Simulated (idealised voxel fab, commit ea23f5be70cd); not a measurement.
Process module name: voxel gate over fins
Square cells of 5 nm make up the cross-section cut, whose width is 235 nm.
This document writes a cross-section as a grid whose cells are square, and gives it as bands, listed from the top down; one or more rows of cells form a band.
Heads up on the band format: heights come first, top then bottom, in nm. After that it's the materials left to right, each with its width in nm. A single material flagged "throughout" fills the whole band edge to edge, and "air" means there's empty space there.
All heights in this document are referenced to 0, defined as the level beneath which the wafer, as received, consists entirely of one material. The lowest band is not bounded below; it extends indefinitely downward and is written in the form "0 -> down".
Quick explanation for "30..40": the width changes in equal steps down the rows of cells, from the first number in the band's top row to the second number in its bottom row.
It should be understood that the words "nothing got changed", when stated for a given step, signify that the cross-section underwent no change in any of its cells during that step.
"Voids, fully enclosed": sealed empty spaces, 8 cells or more, no open way to top, listed width x height at distance, with distance from the left edge and width, height and distance in nm.
Past the settings on a step's line: simulator remark, on that step.
A step's line can hold "overlay nm"; with a mask on that step, the setting says how far right of the planned place the mask lay, while a negative setting says it lay to the left.
Heads up before you read on: it's before/after pairs around one process step each, after side only down to the lowest band that changed, step plus settings under the pair. Pairs can be from different runs of this module, same starting wafer, so only chain a pair onto the one above if its "Pre-processing view" entry says so.

[Pre-processing view]
  10 -> 5: air 25 / TiN 35 / air 15 / TiN 35 / air 15 / TiN 35 / air 15 / TiN 35 / air 25
  5 -> 0: air 25 / TiN 5 / HfO2 25 / TiN 5 / air 15 / TiN 5 / HfO2 25 / TiN 5 / air 15 / TiN 5 / HfO2 25 / TiN 5 / air 15 / TiN 5 / HfO2 25 / TiN 5 / air 25
  0 -> -5: TiN 30 / HfO2 5 / Si 15 / HfO2 5 / TiN 25 / HfO2 5 / Si 15 / HfO2 5 / TiN 25 / HfO2 5 / Si 15 / HfO2 5 / TiN 25 / HfO2 5 / Si 15 / HfO2 5 / TiN 30
  -5 -> -10: HfO2 25 / TiN 5 / HfO2 5 / Si 15 / HfO2 5 / TiN 5 / HfO2 15 / TiN 5 / HfO2 5 / Si 15 / HfO2 5 / TiN 5 / HfO2 15 / TiN 5 / HfO2 5 / Si 15 / HfO2 5 / TiN 5 / HfO2 15 / TiN 5 / HfO2 5 / Si 15 / HfO2 5 / TiN 5 / HfO2 25
  -10 -> -15: SiO2 20 / HfO2 15 / Si 15 / HfO2 15 / SiO2 5 / HfO2 15 / Si 15 / HfO2 15 / SiO2 5 / HfO2 15 / Si 15 / HfO2 15 / SiO2 5 / HfO2 15 / Si 15 / HfO2 15 / SiO2 20
  -15 -> -25: SiO2 35 / Si 15 / SiO2 10 / TiN 5 / W 5 / TiN 5 / SiO2 10 / Si 15 / SiO2 35 / Si 15 / SiO2 35 / Si 15 / SiO2 35
  -25 -> -30: SiO2 35 / Si 15 / SiO2 10 / TiN 15 / SiO2 10 / Si 15 / SiO2 35 / Si 15 / SiO2 35 / Si 15 / SiO2 35
  -30 -> -35: SiO2 35 / Si 15 / SiO2 35 / Si 15 / SiO2 35 / Si 15 / SiO2 35 / Si 15 / SiO2 35
  -35 -> down: Si throughout
  Voids, fully enclosed: none

[Result of Step]
  15 -> 10: air 20 / TiAl 45 / air 5 / TiAl 45 / air 5 / TiAl 45 / air 5 / TiAl 45 / air 20
  10 -> 5: air 20 / TiAl 5 / TiN 35 / TiAl 5 / air 5 / TiAl 5 / TiN 35 / TiAl 5 / air 5 / TiAl 5 / TiN 35 / TiAl 5 / air 5 / TiAl 5 / TiN 35 / TiAl 5 / air 20
  5 -> 0: TiAl 25 / TiN 5 / HfO2 25 / TiN 5 / TiAl 15 / TiN 5 / HfO2 25 / TiN 5 / TiAl 15 / TiN 5 / HfO2 25 / TiN 5 / TiAl 15 / TiN 5 / HfO2 25 / TiN 5 / TiAl 25
  No changes below 0.
  Voids, fully enclosed: none
Between the cross-sections above, the step performed was CONFORMAL_DEP | material TiAl | thk nm 5

Pre-processing view: see preceding pair, after cross-section.

[Result of Step]
  20 -> 15: air 15 / TiN 205 / air 15
  15 -> 10: air 15 / TiN 5 / TiAl 45 / TiN 5 / TiAl 45 / TiN 5 / TiAl 45 / TiN 5 / TiAl 45 / TiN 5 / air 15
  10 -> 5: TiN 20 / TiAl 5 / TiN 35 / TiAl 5 / TiN 5 / TiAl 5 / TiN 35 / TiAl 5 / TiN 5 / TiAl 5 / TiN 35 / TiAl 5 / TiN 5 / TiAl 5 / TiN 35 / TiAl 5 / TiN 20
  No changes below 5.
  Voids, fully enclosed: none
Between the cross-sections above, the step performed was CONFORMAL_DEP | material TiN | thk nm 5

Pre-processing view: see preceding pair, after cross-section.

[Result of Step]
  35 -> 20: W throughout
  20 -> 15: W 15 / TiN 205 / W 15
  15 -> 10: W 15 / TiN 5 / TiAl 45 / TiN 5 / TiAl 45 / TiN 5 / TiAl 45 / TiN 5 / TiAl 45 / TiN 5 / W 15
  No changes below 10.
  Voids, fully enclosed: none
Between the cross-sections above, the step performed was FILL_DEP | material W | thk nm 15

Pre-processing view: see preceding pair, after cross-section.

[Result of Step]
  30 -> 20: W throughout
  No changes below 20.
  Voids, fully enclosed: none
Between the cross-sections above, the step performed was CMP | height nm 30

Pre-processing view: see preceding pair, after cross-section.

[Result of Step]
  40 -> 30: SiCN throughout
  No changes below 30.
  Voids, fully enclosed: none
Between the cross-sections above, the step performed was CONFORMAL_DEP | material SiCN | thk nm 10

[Pre-processing view]
  5 -> 0: air 35 / SiN 15 / air 35 / SiN 15 / air 35 / SiN 15 / air 35 / SiN 15 / air 35
  0 -> down: Si throughout
  Voids, fully enclosed: none

[Result of Step]
  5 -> 0: air 35 / SiN 15 / air 35 / SiN 15 / air 35 / SiN 15 / air 35 / SiN 15 / air 35
  0 -> -30: air 35 / Si 15 / air 35 / Si 15 / air 35 / Si 15 / air 35 / Si 15 / air 35
  No changes below -30.
  Voids, fully enclosed: none
Between the cross-sections above, the step performed was MASKED_ETCH | tone cover | mask id FINS | width nm 15 | pitch nm 50 | etch materials Si | depth nm 30 | overlay nm 0

Pre-processing view: see preceding pair, after cross-section.

[Result of Step]
  15 -> 5: SiO2 throughout
  5 -> 0: SiO2 35 / SiN 15 / SiO2 35 / SiN 15 / SiO2 35 / SiN 15 / SiO2 35 / SiN 15 / SiO2 35
  0 -> -30: SiO2 35 / Si 15 / SiO2 35 / Si 15 / SiO2 35 / Si 15 / SiO2 35 / Si 15 / SiO2 35
  No changes below -30.
  Voids, fully enclosed: none
Between the cross-sections above, the step performed was FILL_DEP | material SiO2 | thk nm 10

Pre-processing view: see preceding pair, after cross-section.

[Result of Step]
  5 -> 0: SiO2 35 / SiN 15 / SiO2 35 / SiN 15 / SiO2 35 / SiN 15 / SiO2 35 / SiN 15 / SiO2 35
  No changes below 0.
  Voids, fully enclosed: none
Between the cross-sections above, the step performed was CMP | height nm 5

Pre-processing view: see preceding pair, after cross-section.

[Result of Step]
  15 -> 5: aC throughout
  No changes below 5.
  Voids, fully enclosed: none
Between the cross-sections above, the step performed was DIRECTIONAL_DEP | material aC | thk nm 10

Pre-processing view: see preceding pair, after cross-section.

[Result of Step]
  45 -> 15: resist 60 / air 15 / resist 160
  No changes below 15.
  Voids, fully enclosed: none
Between the cross-sections above, the step performed was PATTERN | tone open | mask id RAIL | material resist | width nm 15 | thk nm 30 | overlay nm 0

Pre-processing view: see preceding pair, after cross-section.

[Result of Step]
  35 -> 15: resist 60 / air 15 / resist 160
  15 -> 5: aC 60 / air 15 / aC 160
  No changes below 5.
  Voids, fully enclosed: none
Between the cross-sections above, the step performed was DIRECTIONAL_ETCH | etch materials aC | depth nm 10

Pre-processing view: see preceding pair, after cross-section.

[Result of Step]
  15 -> 5: aC 60 / air 15 / aC 160
  No changes below 5.
  Voids, fully enclosed: none
Between the cross-sections above, the step performed was STRIP | etch materials resist

Pre-processing view: see preceding pair, after cross-section.

[Result of Step]
  15 -> 5: aC 60 / air 15 / aC 160
  5 -> 0: SiO2 35 / SiN 15 / SiO2 10 / air 15 / SiO2 10 / SiN 15 / SiO2 35 / SiN 15 / SiO2 35 / SiN 15 / SiO2 35
  0 -> -30: SiO2 35 / Si 15 / SiO2 10 / air 15 / SiO2 10 / Si 15 / SiO2 35 / Si 15 / SiO2 35 / Si 15 / SiO2 35
  No changes below -30.
  Voids, fully enclosed: none
Between the cross-sections above, the step performed was DIRECTIONAL_ETCH | etch materials SiO2 | depth nm 35

Pre-processing view: see preceding pair, after cross-section.

[Result of Step]
  5 -> 0: SiO2 35 / SiN 15 / SiO2 10 / air 15 / SiO2 10 / SiN 15 / SiO2 35 / SiN 15 / SiO2 35 / SiN 15 / SiO2 35
  No changes below 0.
  Voids, fully enclosed: none
Between the cross-sections above, the step performed was STRIP | etch materials aC

Pre-processing view: see preceding pair, after cross-section.

[Result of Step]
  10 -> 5: TiN 65 / air 5 / TiN 165
  5 -> 0: SiO2 35 / SiN 15 / SiO2 10 / TiN 5 / air 5 / TiN 5 / SiO2 10 / SiN 15 / SiO2 35 / SiN 15 / SiO2 35 / SiN 15 / SiO2 35
  0 -> -25: SiO2 35 / Si 15 / SiO2 10 / TiN 5 / air 5 / TiN 5 / SiO2 10 / Si 15 / SiO2 35 / Si 15 / SiO2 35 / Si 15 / SiO2 35
  -25 -> -30: SiO2 35 / Si 15 / SiO2 10 / TiN 15 / SiO2 10 / Si 15 / SiO2 35 / Si 15 / SiO2 35 / Si 15 / SiO2 35
  No changes below -30.
  Voids, fully enclosed: none
Between the cross-sections above, the step performed was CONFORMAL_DEP | material TiN | thk nm 5

Pre-processing view: see preceding pair, after cross-section.

[Result of Step]
  20 -> 10: W throughout
  10 -> 5: TiN 65 / W 5 / TiN 165
  5 -> 0: SiO2 35 / SiN 15 / SiO2 10 / TiN 5 / W 5 / TiN 5 / SiO2 10 / SiN 15 / SiO2 35 / SiN 15 / SiO2 35 / SiN 15 / SiO2 35
  0 -> -25: SiO2 35 / Si 15 / SiO2 10 / TiN 5 / W 5 / TiN 5 / SiO2 10 / Si 15 / SiO2 35 / Si 15 / SiO2 35 / Si 15 / SiO2 35
  No changes below -25.
  Voids, fully enclosed: none
Between the cross-sections above, the step performed was FILL_DEP | material W | thk nm 10

Pre-processing view: see preceding pair, after cross-section.

[Result of Step]
  5 -> 0: SiO2 35 / SiN 15 / SiO2 10 / TiN 5 / W 5 / TiN 5 / SiO2 10 / SiN 15 / SiO2 35 / SiN 15 / SiO2 35 / SiN 15 / SiO2 35
  No changes below 0.
  Voids, fully enclosed: none
Between the cross-sections above, the step performed was CMP | height nm 5

Pre-processing view: see preceding pair, after cross-section.

[Result of Step]
  5 -> 0: SiO2 35 / SiN 15 / SiO2 10 / air 15 / SiO2 10 / SiN 15 / SiO2 35 / SiN 15 / SiO2 35 / SiN 15 / SiO2 35
  0 -> -15: SiO2 35 / Si 15 / SiO2 10 / air 15 / SiO2 10 / Si 15 / SiO2 35 / Si 15 / SiO2 35 / Si 15 / SiO2 35
  No changes below -15.
  Voids, fully enclosed: none
Between the cross-sections above, the step performed was SELECTIVE_ETCH | etch materials W Ru TiN | depth nm 20

Pre-processing view: see preceding pair, after cross-section.

[Result of Step]
  10 -> 5: SiO2 throughout
  5 -> 0: SiO2 35 / SiN 15 / SiO2 35 / SiN 15 / SiO2 35 / SiN 15 / SiO2 35 / SiN 15 / SiO2 35
  0 -> -15: SiO2 35 / Si 15 / SiO2 35 / Si 15 / SiO2 35 / Si 15 / SiO2 35 / Si 15 / SiO2 35
  No changes below -15.
  Voids, fully enclosed: none
Between the cross-sections above, the step performed was FILL_DEP | material SiO2 | thk nm 5

Pre-processing view: see preceding pair, after cross-section.

[Result of Step]
  5 -> 0: SiO2 35 / SiN 15 / SiO2 35 / SiN 15 / SiO2 35 / SiN 15 / SiO2 35 / SiN 15 / SiO2 35
  No changes below 0.
  Voids, fully enclosed: none
Between the cross-sections above, the step performed was CMP | height nm 5

Pre-processing view: see preceding pair, after cross-section.

[Result of Step]
  5 -> 0: air 35 / SiN 15 / air 35 / SiN 15 / air 35 / SiN 15 / air 35 / SiN 15 / air 35
  0 -> -10: air 35 / Si 15 / air 35 / Si 15 / air 35 / Si 15 / air 35 / Si 15 / air 35
  No changes below -10.
  Voids, fully enclosed: none
Between the cross-sections above, the step performed was SELECTIVE_ETCH | etch materials SiO2 | depth nm 15

Pre-processing view: see preceding pair, after cross-section.

[Result of Step]
  0 -> -10: air 35 / Si 15 / air 35 / Si 15 / air 35 / Si 15 / air 35 / Si 15 / air 35
  No changes below -10.
  Voids, fully enclosed: none
Between the cross-sections above, the step performed was STRIP | etch materials SiN

Pre-processing view: see preceding pair, after cross-section.

[Result of Step]
  5 -> 0: air 30 / HfO2 25 / air 25 / HfO2 25 / air 25 / HfO2 25 / air 25 / HfO2 25 / air 30
  0 -> -5: air 30 / HfO2 5 / Si 15 / HfO2 5 / air 25 / HfO2 5 / Si 15 / HfO2 5 / air 25 / HfO2 5 / Si 15 / HfO2 5 / air 25 / HfO2 5 / Si 15 / HfO2 5 / air 30
  -5 -> -10: HfO2 35 / Si 15 / HfO2 35 / Si 15 / HfO2 35 / Si 15 / HfO2 35 / Si 15 / HfO2 35
  No changes below -10.
  Voids, fully enclosed: none
Between the cross-sections above, the step performed was CONFORMAL_DEP | material HfO2 | thk nm 5

Pre-processing view: see preceding pair, after cross-section.

[Result of Step]
  10 -> 5: air 25 / TiN 35 / air 15 / TiN 35 / air 15 / TiN 35 / air 15 / TiN 35 / air 25
  5 -> 0: air 25 / TiN 5 / HfO2 25 / TiN 5 / air 15 / TiN 5 / HfO2 25 / TiN 5 / air 15 / TiN 5 / HfO2 25 / TiN 5 / air 15 / TiN 5 / HfO2 25 / TiN 5 / air 25
  0 -> -5: TiN 30 / HfO2 5 / Si 15 / HfO2 5 / TiN 25 / HfO2 5 / Si 15 / HfO2 5 / TiN 25 / HfO2 5 / Si 15 / HfO2 5 / TiN 25 / HfO2 5 / Si 15 / HfO2 5 / TiN 30
  No changes below -5.
  Voids, fully enclosed: none
Between the cross-sections above, the step performed was CONFORMAL_DEP | material TiN | thk nm 5

Pre-processing view: see preceding pair, after cross-section.

[Result of Step]
  15 -> 10: air 20 / TiAl 45 / air 5 / TiAl 45 / air 5 / TiAl 45 / air 5 / TiAl 45 / air 20
  10 -> 5: air 20 / TiAl 5 / TiN 35 / TiAl 5 / air 5 / TiAl 5 / TiN 35 / TiAl 5 / air 5 / TiAl 5 / TiN 35 / TiAl 5 / air 5 / TiAl 5 / TiN 35 / TiAl 5 / air 20
  5 -> 0: TiAl 25 / TiN 5 / HfO2 25 / TiN 5 / TiAl 15 / TiN 5 / HfO2 25 / TiN 5 / TiAl 15 / TiN 5 / HfO2 25 / TiN 5 / TiAl 15 / TiN 5 / HfO2 25 / TiN 5 / TiAl 25
  No changes below 0.
  Voids, fully enclosed: none
Between the cross-sections above, the step performed was CONFORMAL_DEP | material TiAl | thk nm 5

Pre-processing view: see preceding pair, after cross-section.

[Result of Step]
  20 -> 15: air 15 / TiN 205 / air 15
  15 -> 10: air 15 / TiN 5 / TiAl 45 / TiN 5 / TiAl 45 / TiN 5 / TiAl 45 / TiN 5 / TiAl 45 / TiN 5 / air 15
  10 -> 5: TiN 20 / TiAl 5 / TiN 35 / TiAl 5 / TiN 5 / TiAl 5 / TiN 35 / TiAl 5 / TiN 5 / TiAl 5 / TiN 35 / TiAl 5 / TiN 5 / TiAl 5 / TiN 35 / TiAl 5 / TiN 20
  No changes below 5.
  Voids, fully enclosed: none
Between the cross-sections above, the step performed was CONFORMAL_DEP | material TiN | thk nm 5

Pre-processing view: see preceding pair, after cross-section.

[Result of Step]
  35 -> 20: W throughout
  20 -> 15: W 15 / TiN 205 / W 15
  15 -> 10: W 15 / TiN 5 / TiAl 45 / TiN 5 / TiAl 45 / TiN 5 / TiAl 45 / TiN 5 / TiAl 45 / TiN 5 / W 15
  No changes below 10.
  Voids, fully enclosed: none
Between the cross-sections above, the step performed was FILL_DEP | material W | thk nm 15

Pre-processing view: see preceding pair, after cross-section.

[Result of Step]
  30 -> 20: W throughout
  No changes below 20.
  Voids, fully enclosed: none
Between the cross-sections above, the step performed was CMP | height nm 30

Pre-processing view: see preceding pair, after cross-section.

[Result of Step]
  40 -> 30: SiCN throughout
  No changes below 30.
  Voids, fully enclosed: none
Between the cross-sections above, the step performed was CONFORMAL_DEP | material SiCN | thk nm 10

[Pre-processing view]
  15 -> 5: aC throughout
  5 -> 0: SiO2 35 / SiN 15 / SiO2 35 / SiN 15 / SiO2 35 / SiN 15 / SiO2 35 / SiN 15 / SiO2 35
  0 -> -35: SiO2 35 / Si 15 / SiO2 35 / Si 15 / SiO2 35 / Si 15 / SiO2 35 / Si 15 / SiO2 35
  -35 -> down: Si throughout
  Voids, fully enclosed: none

[Result of Step]
  45 -> 15: resist 60 / air 20 / resist 155
  No changes below 15.
  Voids, fully enclosed: none
Between the cross-sections above, the step performed was PATTERN | tone open | mask id RAIL | material resist | width nm 20 | thk nm 30 | overlay nm 0

Pre-processing view: see preceding pair, after cross-section.

[Result of Step]
  35 -> 15: resist 60 / air 20 / resist 155
  15 -> 5: aC 60 / air 20 / aC 155
  No changes below 5.
  Voids, fully enclosed: none
Between the cross-sections above, the step performed was DIRECTIONAL_ETCH | etch materials aC | depth nm 10

Pre-processing view: see preceding pair, after cross-section.

[Result of Step]
  15 -> 5: aC 60 / air 20 / aC 155
  No changes below 5.
  Voids, fully enclosed: none
Between the cross-sections above, the step performed was STRIP | etch materials resist

Pre-processing view: see preceding pair, after cross-section.

[Result of Step]
  15 -> 5: aC 60 / air 20 / aC 155
  5 -> 0: SiO2 35 / SiN 15 / SiO2 10 / air 20 / SiO2 5 / SiN 15 / SiO2 35 / SiN 15 / SiO2 35 / SiN 15 / SiO2 35
  0 -> -30: SiO2 35 / Si 15 / SiO2 10 / air 20 / SiO2 5 / Si 15 / SiO2 35 / Si 15 / SiO2 35 / Si 15 / SiO2 35
  No changes below -30.
  Voids, fully enclosed: none
Between the cross-sections above, the step performed was DIRECTIONAL_ETCH | etch materials SiO2 | depth nm 35

Pre-processing view: see preceding pair, after cross-section.

[Result of Step]
  5 -> 0: SiO2 35 / SiN 15 / SiO2 10 / air 20 / SiO2 5 / SiN 15 / SiO2 35 / SiN 15 / SiO2 35 / SiN 15 / SiO2 35
  No changes below 0.
  Voids, fully enclosed: none
Between the cross-sections above, the step performed was STRIP | etch materials aC

Pre-processing view: see preceding pair, after cross-section.

[Result of Step]
  10 -> 5: TiN 65 / air 10 / TiN 160
  5 -> 0: SiO2 35 / SiN 15 / SiO2 10 / TiN 5 / air 10 / TiN 5 / SiO2 5 / SiN 15 / SiO2 35 / SiN 15 / SiO2 35 / SiN 15 / SiO2 35
  0 -> -25: SiO2 35 / Si 15 / SiO2 10 / TiN 5 / air 10 / TiN 5 / SiO2 5 / Si 15 / SiO2 35 / Si 15 / SiO2 35 / Si 15 / SiO2 35
  -25 -> -30: SiO2 35 / Si 15 / SiO2 10 / TiN 20 / SiO2 5 / Si 15 / SiO2 35 / Si 15 / SiO2 35 / Si 15 / SiO2 35
  No changes below -30.
  Voids, fully enclosed: none
Between the cross-sections above, the step performed was CONFORMAL_DEP | material TiN | thk nm 5

Pre-processing view: see preceding pair, after cross-section.

[Result of Step]
  20 -> 10: W throughout
  10 -> 5: TiN 65 / W 10 / TiN 160
  5 -> 0: SiO2 35 / SiN 15 / SiO2 10 / TiN 5 / W 10 / TiN 5 / SiO2 5 / SiN 15 / SiO2 35 / SiN 15 / SiO2 35 / SiN 15 / SiO2 35
  0 -> -25: SiO2 35 / Si 15 / SiO2 10 / TiN 5 / W 10 / TiN 5 / SiO2 5 / Si 15 / SiO2 35 / Si 15 / SiO2 35 / Si 15 / SiO2 35
  No changes below -25.
  Voids, fully enclosed: none
Between the cross-sections above, the step performed was FILL_DEP | material W | thk nm 10

Pre-processing view: see preceding pair, after cross-section.

[Result of Step]
  5 -> 0: SiO2 35 / SiN 15 / SiO2 10 / TiN 5 / W 10 / TiN 5 / SiO2 5 / SiN 15 / SiO2 35 / SiN 15 / SiO2 35 / SiN 15 / SiO2 35
  No changes below 0.
  Voids, fully enclosed: none
Between the cross-sections above, the step performed was CMP | height nm 5

Pre-processing view: see preceding pair, after cross-section.

[Result of Step]
  5 -> 0: SiO2 35 / SiN 15 / SiO2 10 / air 20 / SiO2 5 / SiN 15 / SiO2 35 / SiN 15 / SiO2 35 / SiN 15 / SiO2 35
  0 -> -15: SiO2 35 / Si 15 / SiO2 10 / air 20 / SiO2 5 / Si 15 / SiO2 35 / Si 15 / SiO2 35 / Si 15 / SiO2 35
  No changes below -15.
  Voids, fully enclosed: none
Between the cross-sections above, the step performed was SELECTIVE_ETCH | etch materials W Ru TiN | depth nm 20

Pre-processing view: see preceding pair, after cross-section.

[Result of Step]
  10 -> 5: SiO2 throughout
  5 -> 0: SiO2 35 / SiN 15 / SiO2 35 / SiN 15 / SiO2 35 / SiN 15 / SiO2 35 / SiN 15 / SiO2 35
  0 -> -15: SiO2 35 / Si 15 / SiO2 35 / Si 15 / SiO2 35 / Si 15 / SiO2 35 / Si 15 / SiO2 35
  No changes below -15.
  Voids, fully enclosed: none
Between the cross-sections above, the step performed was FILL_DEP | material SiO2 | thk nm 5

Pre-processing view: see preceding pair, after cross-section.

[Result of Step]
  5 -> 0: SiO2 35 / SiN 15 / SiO2 35 / SiN 15 / SiO2 35 / SiN 15 / SiO2 35 / SiN 15 / SiO2 35
  No changes below 0.
  Voids, fully enclosed: none
Between the cross-sections above, the step performed was CMP | height nm 5

Pre-processing view: see preceding pair, after cross-section.

[Result of Step]
  5 -> 0: air 35 / SiN 15 / air 35 / SiN 15 / air 35 / SiN 15 / air 35 / SiN 15 / air 35
  0 -> -10: air 35 / Si 15 / air 35 / Si 15 / air 35 / Si 15 / air 35 / Si 15 / air 35
  No changes below -10.
  Voids, fully enclosed: none
Between the cross-sections above, the step performed was SELECTIVE_ETCH | etch materials SiO2 | depth nm 15

Pre-processing view: see preceding pair, after cross-section.

[Result of Step]
  0 -> -10: air 35 / Si 15 / air 35 / Si 15 / air 35 / Si 15 / air 35 / Si 15 / air 35
  No changes below -10.
  Voids, fully enclosed: none
Between the cross-sections above, the step performed was STRIP | etch materials SiN

Pre-processing view: see preceding pair, after cross-section.

[Result of Step]
  5 -> 0: air 30 / HfO2 25 / air 25 / HfO2 25 / air 25 / HfO2 25 / air 25 / HfO2 25 / air 30
  0 -> -5: air 30 / HfO2 5 / Si 15 / HfO2 5 / air 25 / HfO2 5 / Si 15 / HfO2 5 / air 25 / HfO2 5 / Si 15 / HfO2 5 / air 25 / HfO2 5 / Si 15 / HfO2 5 / air 30
  -5 -> -10: HfO2 35 / Si 15 / HfO2 35 / Si 15 / HfO2 35 / Si 15 / HfO2 35 / Si 15 / HfO2 35
  No changes below -10.
  Voids, fully enclosed: none
Between the cross-sections above, the step performed was CONFORMAL_DEP | material HfO2 | thk nm 5

Pre-processing view: see preceding pair, after cross-section.

[Result of Step]
  10 -> 5: air 25 / TiN 35 / air 15 / TiN 35 / air 15 / TiN 35 / air 15 / TiN 35 / air 25
  5 -> 0: air 25 / TiN 5 / HfO2 25 / TiN 5 / air 15 / TiN 5 / HfO2 25 / TiN 5 / air 15 / TiN 5 / HfO2 25 / TiN 5 / air 15 / TiN 5 / HfO2 25 / TiN 5 / air 25
  0 -> -5: TiN 30 / HfO2 5 / Si 15 / HfO2 5 / TiN 25 / HfO2 5 / Si 15 / HfO2 5 / TiN 25 / HfO2 5 / Si 15 / HfO2 5 / TiN 25 / HfO2 5 / Si 15 / HfO2 5 / TiN 30
  No changes below -5.
  Voids, fully enclosed: none
Between the cross-sections above, the step performed was CONFORMAL_DEP | material TiN | thk nm 5

Pre-processing view: see preceding pair, after cross-section.

[Result of Step]
  15 -> 10: air 20 / TiAl 45 / air 5 / TiAl 45 / air 5 / TiAl 45 / air 5 / TiAl 45 / air 20
  10 -> 5: air 20 / TiAl 5 / TiN 35 / TiAl 5 / air 5 / TiAl 5 / TiN 35 / TiAl 5 / air 5 / TiAl 5 / TiN 35 / TiAl 5 / air 5 / TiAl 5 / TiN 35 / TiAl 5 / air 20
  5 -> 0: TiAl 25 / TiN 5 / HfO2 25 / TiN 5 / TiAl 15 / TiN 5 / HfO2 25 / TiN 5 / TiAl 15 / TiN 5 / HfO2 25 / TiN 5 / TiAl 15 / TiN 5 / HfO2 25 / TiN 5 / TiAl 25
  No changes below 0.
  Voids, fully enclosed: none
Between the cross-sections above, the step performed was CONFORMAL_DEP | material TiAl | thk nm 5

Pre-processing view: see preceding pair, after cross-section.

[Result of Step]
  20 -> 15: air 15 / TiN 205 / air 15
  15 -> 10: air 15 / TiN 5 / TiAl 45 / TiN 5 / TiAl 45 / TiN 5 / TiAl 45 / TiN 5 / TiAl 45 / TiN 5 / air 15
  10 -> 5: TiN 20 / TiAl 5 / TiN 35 / TiAl 5 / TiN 5 / TiAl 5 / TiN 35 / TiAl 5 / TiN 5 / TiAl 5 / TiN 35 / TiAl 5 / TiN 5 / TiAl 5 / TiN 35 / TiAl 5 / TiN 20
  No changes below 5.
  Voids, fully enclosed: none
Between the cross-sections above, the step performed was CONFORMAL_DEP | material TiN | thk nm 5

Pre-processing view: see preceding pair, after cross-section.

[Result of Step]
  35 -> 20: W throughout
  20 -> 15: W 15 / TiN 205 / W 15
  15 -> 10: W 15 / TiN 5 / TiAl 45 / TiN 5 / TiAl 45 / TiN 5 / TiAl 45 / TiN 5 / TiAl 45 / TiN 5 / W 15
  No changes below 10.
  Voids, fully enclosed: none
Between the cross-sections above, the step performed was FILL_DEP | material W | thk nm 15

Pre-processing view: see preceding pair, after cross-section.

[Result of Step]
  30 -> 20: W throughout
  No changes below 20.
  Voids, fully enclosed: none
Between the cross-sections above, the step performed was CMP | height nm 30

Pre-processing view: see preceding pair, after cross-section.

[Result of Step]
  40 -> 30: SiCN throughout
  No changes below 30.
  Voids, fully enclosed: none
Between the cross-sections above, the step performed was CONFORMAL_DEP | material SiCN | thk nm 10

[Pre-processing view]
  15 -> 5: aC throughout
  5 -> 0: SiO2 35 / SiN 15 / SiO2 35 / SiN 15 / SiO2 35 / SiN 15 / SiO2 35 / SiN 15 / SiO2 35
  0 -> -35: SiO2 35 / Si 15 / SiO2 35 / Si 15 / SiO2 35 / Si 15 / SiO2 35 / Si 15 / SiO2 35
  -35 -> down: Si throughout
  Voids, fully enclosed: none

[Result of Step]
  45 -> 15: resist 55 / air 15 / resist 165
  No changes below 15.
  Voids, fully enclosed: none
Between the cross-sections above, the step performed was PATTERN | tone open | mask id RAIL | material resist | width nm 15 | thk nm 30 | overlay nm -5

Pre-processing view: see preceding pair, after cross-section.

[Result of Step]
  35 -> 15: resist 55 / air 15 / resist 165
  15 -> 5: aC 55 / air 15 / aC 165
  No changes below 5.
  Voids, fully enclosed: none
Between the cross-sections above, the step performed was DIRECTIONAL_ETCH | etch materials aC | depth nm 10

Pre-processing view: see preceding pair, after cross-section.

[Result of Step]
  15 -> 5: aC 55 / air 15 / aC 165
  No changes below 5.
  Voids, fully enclosed: none
Between the cross-sections above, the step performed was STRIP | etch materials resist

Pre-processing view: see preceding pair, after cross-section.

[Result of Step]
  15 -> 5: aC 55 / air 15 / aC 165
  5 -> 0: SiO2 35 / SiN 15 / SiO2 5 / air 15 / SiO2 15 / SiN 15 / SiO2 35 / SiN 15 / SiO2 35 / SiN 15 / SiO2 35
  0 -> -30: SiO2 35 / Si 15 / SiO2 5 / air 15 / SiO2 15 / Si 15 / SiO2 35 / Si 15 / SiO2 35 / Si 15 / SiO2 35
  No changes below -30.
  Voids, fully enclosed: none
Between the cross-sections above, the step performed was DIRECTIONAL_ETCH | etch materials SiO2 | depth nm 35

Pre-processing view: see preceding pair, after cross-section.

[Result of Step]
  5 -> 0: SiO2 35 / SiN 15 / SiO2 5 / air 15 / SiO2 15 / SiN 15 / SiO2 35 / SiN 15 / SiO2 35 / SiN 15 / SiO2 35
  No changes below 0.
  Voids, fully enclosed: none
Between the cross-sections above, the step performed was STRIP | etch materials aC

Pre-processing view: see preceding pair, after cross-section.

[Result of Step]
  10 -> 5: TiN 60 / air 5 / TiN 170
  5 -> 0: SiO2 35 / SiN 15 / SiO2 5 / TiN 5 / air 5 / TiN 5 / SiO2 15 / SiN 15 / SiO2 35 / SiN 15 / SiO2 35 / SiN 15 / SiO2 35
  0 -> -25: SiO2 35 / Si 15 / SiO2 5 / TiN 5 / air 5 / TiN 5 / SiO2 15 / Si 15 / SiO2 35 / Si 15 / SiO2 35 / Si 15 / SiO2 35
  -25 -> -30: SiO2 35 / Si 15 / SiO2 5 / TiN 15 / SiO2 15 / Si 15 / SiO2 35 / Si 15 / SiO2 35 / Si 15 / SiO2 35
  No changes below -30.
  Voids, fully enclosed: none
Between the cross-sections above, the step performed was CONFORMAL_DEP | material TiN | thk nm 5

Pre-processing view: see preceding pair, after cross-section.

[Result of Step]
  20 -> 10: W throughout
  10 -> 5: TiN 60 / W 5 / TiN 170
  5 -> 0: SiO2 35 / SiN 15 / SiO2 5 / TiN 5 / W 5 / TiN 5 / SiO2 15 / SiN 15 / SiO2 35 / SiN 15 / SiO2 35 / SiN 15 / SiO2 35
  0 -> -25: SiO2 35 / Si 15 / SiO2 5 / TiN 5 / W 5 / TiN 5 / SiO2 15 / Si 15 / SiO2 35 / Si 15 / SiO2 35 / Si 15 / SiO2 35
  No changes below -25.
  Voids, fully enclosed: none
Between the cross-sections above, the step performed was FILL_DEP | material W | thk nm 10

Pre-processing view: see preceding pair, after cross-section.

[Result of Step]
  5 -> 0: SiO2 35 / SiN 15 / SiO2 5 / TiN 5 / W 5 / TiN 5 / SiO2 15 / SiN 15 / SiO2 35 / SiN 15 / SiO2 35 / SiN 15 / SiO2 35
  No changes below 0.
  Voids, fully enclosed: none
Between the cross-sections above, the step performed was CMP | height nm 5
